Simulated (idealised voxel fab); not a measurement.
Proc. module: voxel transistor to metal
We display cut, a cross-section 205 nm in width whose square cells are each 5 nm.
For the purposes of this document, a cross-section shall be understood as a grid of square cells, specified as bands listed in top-to-bottom order, each band consisting of one or more rows of cells. Top, bottom (nm), then materials left to right with widths (nm); lone material tagged "edge to edge" fills the whole band edge to edge; "empty" = empty space. We count height from 0. Below that, the starting wafer is all one material. The lowest band never ends at the bottom but goes on down; see "from 0 down" for how that is written. So if you see something like "30 to 40" for the width, read it as the top row of the band sitting at the first number and the bottom row at the second, with every row in between moving by the same amount as the last. Key: "remains unaltered" - step with no changed cell in the cross-section. Closed void list: empty space of 8 cells or more with no open way to the top, each as width x height at its distance from the left edge, in nm. It should be noted that, on the line of a given step, the content following the step's settings is a remark produced by the simulator itself with respect to that step. overlay nm: mask offset rightward from planned place, masked step; negative means leftward offset.
This section lists the process steps that were planned:
step 1: RECEIVE | material Si
step 2: OXIDIZE | depth nm 5
step 3: CONFORMAL_DEP | material SiN | thk nm 10
step 4: DIRECTIONAL_DEP | material aC | thk nm 10
step 5: PATTERN | tone cover | mask id ACTIVE | material resist | width nm 100 | thk nm 25 | overlay nm 0
step 6: DIRECTIONAL_ETCH | etch materials aC | depth nm 10
step 7: STRIP | etch materials resist
step 8: DIRECTIONAL_ETCH | etch materials SiN | depth nm 10
step 9: DIRECTIONAL_ETCH | etch materials SiO2 | depth nm 5
step 10: DIRECTIONAL_ETCH | etch materials Si | depth nm 35
step 11: STRIP | etch materials aC
step 12: OXIDIZE | depth nm 5
step 13: FILL_DEP | material SiO2 | thk nm 5
step 14: CMP | height nm 10
step 15: SELECTIVE_ETCH | etch materials SiO2 | depth nm 10
step 16: STRIP | etch materials SiN
step 17: SELECTIVE_ETCH | etch materials SiO2 | depth nm 5
step 18: OXIDIZE | depth nm 5
step 19: DIRECTIONAL_DEP | material polySi | thk nm 20
step 20: DIRECTIONAL_DEP | material SiCN | thk nm 15
step 21: PATTERN | tone cover | mask id GATE | material resist | width nm 30 | thk nm 15 | overlay nm 0
step 22: DIRECTIONAL_ETCH | etch materials SiCN | depth nm 25
step 23: DIRECTIONAL_ETCH | etch materials polySi | depth nm 30
step 24: STRIP | etch materials resist
step 25: CONFORMAL_DEP | material SiN | thk nm 10
step 26: DIRECTIONAL_ETCH | etch materials SiN | depth nm 10
step 27: DIRECTIONAL_ETCH | etch materials SiO2 | depth nm 5
step 28: DIRECTIONAL_ETCH | etch materials Si | depth nm 10
step 29: EPI | material nSi | thk nm 15
step 30: FILL_DEP | material SiO2 | thk nm 5
step 31: CMP | height nm 15
step 32: STRIP | etch materials polySi
step 33: SELECTIVE_ETCH | etch materials SiO2 | depth nm 5
step 34: CONFORMAL_DEP | material HfO2 | thk nm 5
step 35: CONFORMAL_DEP | material TiN | thk nm 5
step 36: FILL_DEP | material W | thk nm 5
step 37: CMP | height nm 10
step 38: DIRECTIONAL_DEP | material SiO2 | thk nm 10
step 39: PATTERN | tone open | mask id CONTACT | material resist | width nm 15 | pitch nm 75 | thk nm 20 | overlay nm 0
step 40: DIRECTIONAL_ETCH | etch materials SiO2 | depth nm 25
step 41: STRIP | etch materials resist
step 42: CONFORMAL_DEP | material TiN | thk nm 5
step 43: FILL_DEP | material Ru | thk nm 10
step 44: CMP | height nm 20
step 45: DIRECTIONAL_DEP | material TiN | thk nm 5
step 46: DIRECTIONAL_DEP | material Ru | thk nm 20
step 47: DIRECTIONAL_DEP | material aC | thk nm 10
step 48: PATTERN | tone cover | mask id METAL_1 | material resist | width nm 15 | pitch nm 75 | thk nm 25 | overlay nm 0
step 49: DIRECTIONAL_ETCH | etch materials aC | depth nm 10
step 50: STRIP | etch materials resist
step 51: DIRECTIONAL_ETCH | etch materials Ru | depth nm 20
step 52: DIRECTIONAL_ETCH | etch materials TiN | depth nm 5
step 53: STRIP | etch materials aC
step 54: CONFORMAL_DEP | material SiN | thk nm 5
step 55: FILL_DEP | material lowk | thk nm 10
step 56: CMP | height nm 45
step 57: CONFORMAL_DEP | material SiCN | thk nm 5
step 58: DIRECTIONAL_DEP | material lowk | thk nm 30
step 59: PATTERN | tone open | mask id METAL_2 | material resist | width nm 15 | pitch nm 75 | thk nm 20 | overlay nm 0
step 60: DIRECTIONAL_ETCH | etch materials lowk | depth nm 15
step 61: STRIP | etch materials resist
step 62: PATTERN | tone open | mask id METAL_2_HOLES | material resist | width nm 15 | pitch nm 75 | thk nm 20 | overlay nm 0
step 63: DIRECTIONAL_ETCH | etch materials lowk | depth nm 15
step 64: DIRECTIONAL_ETCH | etch materials SiCN | depth nm 5
step 65: STRIP | etch materials resist
step 66: CONFORMAL_DEP | material TiN | thk nm 5
step 67: FILL_DEP | material Ru | thk nm 5
step 68: CMP | height nm 80
step 69: CONFORMAL_DEP | material SiN | thk nm 5
Wafer at receipt (post step 1), cross-section:
  from 0 down = Si edge to edge
  Closed void list: none
First of two wafers, end-of-module section, run followed plan:
  from 85 to 80 = SiN edge to edge
  from 80 to 50 = lowk 55 nm, TiN 5 nm, Ru 5 nm, TiN 5 nm, lowk 60 nm, TiN 5 nm, Ru 5 nm, TiN 5 nm, lowk 60 nm
  from 50 to 45 = SiCN 55 nm, TiN 15 nm, SiCN 60 nm, TiN 15 nm, SiCN 60 nm
  from 45 to 25 = lowk 50 nm, SiN 5 nm, Ru 15 nm, SiN 5 nm, lowk 50 nm, SiN 5 nm, Ru 15 nm, SiN 5 nm, lowk 55 nm
  from 25 to 20 = SiN 55 nm, TiN 15 nm, SiN 60 nm, TiN 15 nm, SiN 60 nm
  from 20 to 10 = SiO2 55 nm, TiN 5 nm, Ru 5 nm, TiN 5 nm, SiO2 60 nm, TiN 5 nm, Ru 5 nm, TiN 5 nm, SiO2 60 nm
  from 10 to 5 = SiO2 55 nm, TiN 15 nm, SiO2 5 nm, SiN 10 nm, HfO2 5 nm, TiN 5 nm, W 10 nm, TiN 5 nm, HfO2 5 nm, SiN 10 nm, SiO2 5 nm, TiN 15 nm, SiO2 60 nm
  from 5 to 0 = SiO2 55 nm, TiN 5 nm, nSi 15 nm, SiN 10 nm, HfO2 5 nm, TiN 5 nm, W 10 nm, TiN 5 nm, HfO2 5 nm, SiN 10 nm, nSi 15 nm, TiN 5 nm, SiO2 60 nm
  from 0 to -5 = SiO2 55 nm, TiN 5 nm, nSi 15 nm, SiN 10 nm, HfO2 5 nm, TiN 20 nm, HfO2 5 nm, SiN 10 nm, nSi 15 nm, TiN 5 nm, SiO2 60 nm
  from -5 to -10 = SiO2 50 nm, nSi 25 nm, SiO2 5 nm, HfO2 40 nm, SiO2 5 nm, nSi 25 nm, SiO2 55 nm
  from -10 to -20 = SiO2 55 nm, nSi 20 nm, Si 50 nm, nSi 20 nm, SiO2 60 nm
  from -20 to -45 = SiO2 55 nm, Si 90 nm, SiO2 60 nm
  from -45 down = Si edge to edge
  Closed void list: none
Cross-sectional view: second of two wafers, end of module; start and plan identical to the first, one mistake in running:
  from 85 to 80 = SiN edge to edge
  from 80 to 75 = TiN 60 nm, Ru 5 nm, TiN 70 nm, Ru 5 nm, TiN 65 nm
  from 75 to 45 = lowk 55 nm, TiN 5 nm, Ru 5 nm, TiN 5 nm, lowk 60 nm, TiN 5 nm, Ru 5 nm, TiN 5 nm, lowk 60 nm
  from 45 to 40 = SiCN 55 nm, TiN 15 nm, SiCN 60 nm, TiN 15 nm, SiCN 60 nm
  from 40 to 25 = lowk 50 nm, SiN 5 nm, Ru 15 nm, SiN 5 nm, lowk 50 nm, SiN 5 nm, Ru 15 nm, SiN 5 nm, lowk 55 nm
  from 25 to 20 = SiN 55 nm, TiN 15 nm, SiN 60 nm, TiN 15 nm, SiN 60 nm
  from 20 to 10 = SiO2 55 nm, TiN 5 nm, Ru 5 nm, TiN 5 nm, SiO2 60 nm, TiN 5 nm, Ru 5 nm, TiN 5 nm, SiO2 60 nm
  from 10 to 5 = SiO2 55 nm, TiN 15 nm, SiO2 5 nm, SiN 10 nm, HfO2 5 nm, TiN 5 nm, W 10 nm, TiN 5 nm, HfO2 5 nm, SiN 10 nm, SiO2 5 nm, TiN 15 nm, SiO2 60 nm
  from 5 to 0 = SiO2 55 nm, TiN 5 nm, nSi 15 nm, SiN 10 nm, HfO2 5 nm, TiN 5 nm, W 10 nm, TiN 5 nm, HfO2 5 nm, SiN 10 nm, nSi 15 nm, TiN 5 nm, SiO2 60 nm
  from 0 to -5 = SiO2 55 nm, TiN 5 nm, nSi 15 nm, SiN 10 nm, HfO2 5 nm, TiN 20 nm, HfO2 5 nm, SiN 10 nm, nSi 15 nm, TiN 5 nm, SiO2 60 nm
  from -5 to -10 = SiO2 50 nm, nSi 25 nm, SiO2 5 nm, HfO2 40 nm, SiO2 5 nm, nSi 25 nm, SiO2 55 nm
  from -10 to -20 = SiO2 55 nm, nSi 20 nm, Si 50 nm, nSi 20 nm, SiO2 60 nm
  from -20 to -45 = SiO2 55 nm, Si 90 nm, SiO2 60 nm
  from -45 down = Si edge to edge
  Closed void list: none
The plan and the run diverged here: step 56 ran as: CMP | height nm 40
The final cell counts differ between the wafers, with the second having more or fewer of some materials than the first: 4 fewer of Ru; 4 fewer of SiN; 39 more of TiN; 31 fewer of lowk
